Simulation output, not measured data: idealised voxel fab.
process module | voxel quadruple lines
cross-section cut | 180 nm wide | cells 5 nm
A cross-section is a grid of square cells, given in bands from the top down. A band is one or more rows of cells.
Each band's line starts with the height of the band's top and of its bottom, in nm. Then come its materials from left to right, each with its width in nm. One material with "throughout" fills the band from edge to edge. "air" is empty space.
Height 0 is the level under which the wafer as received is all one material. The lowest band goes on downwards, as in "0 down".
A width such as "30 to 40" changes by the same amount from each row of cells to the next, from the band's top row to its bottom row.
"no change" after a step means that no cell of the cross-section changed.
closed voids: empty space of 8 cells or more with no open way to the top, each as width x height at its distance from the left edge, in nm
after a step's settings: what the simulator itself notes on the step
overlay nm, on a step with a mask: how far to the right of its planned place the mask lay; to the left if negative
plan
1 op RECEIVE | material Si
2 op CONFORMAL_DEP | material Al2O3 | thk nm 5
3 op DIRECTIONAL_DEP | material TiN | thk nm 10
4 op DIRECTIONAL_DEP | material polySi | thk nm 15
5 op DIRECTIONAL_DEP | material aC | thk nm 25
6 op PATTERN | tone cover | mask id MANDREL | material resist | width nm 25 | thk nm 35 | overlay nm 0
7 op DIRECTIONAL_ETCH | etch materials aC | depth nm 25
8 op STRIP | etch materials resist
9 op CONFORMAL_DEP | material SiO2 | thk nm 15
10 op DIRECTIONAL_ETCH | etch materials SiO2 | depth nm 15
11 op STRIP | etch materials aC
12 op DIRECTIONAL_ETCH | etch materials polySi | depth nm 15
13 op STRIP | etch materials SiO2
14 op CONFORMAL_DEP | material SiCN | thk nm 5
15 op DIRECTIONAL_ETCH | etch materials SiCN | depth nm 5
16 op STRIP | etch materials polySi
17 op DIRECTIONAL_ETCH | etch materials TiN | depth nm 10
18 op STRIP | etch materials SiCN
as received, after step 1
  0 down: Si throughout
  closed voids: none
a wafer at the end: this start, this plan, one mistake
  15 to 5: air 50 | TiN 5 | air 15 | TiN 5 | air 25 | TiN 5 | air 15 | TiN 5 | air 55
  5 to 0: Al2O3 throughout
  0 down: Si throughout
  closed voids: none
what went wrong: step 6 ran as: op PATTERN | tone cover | mask id MANDREL | material resist | width nm 35 | thk nm 35 | overlay nm 0
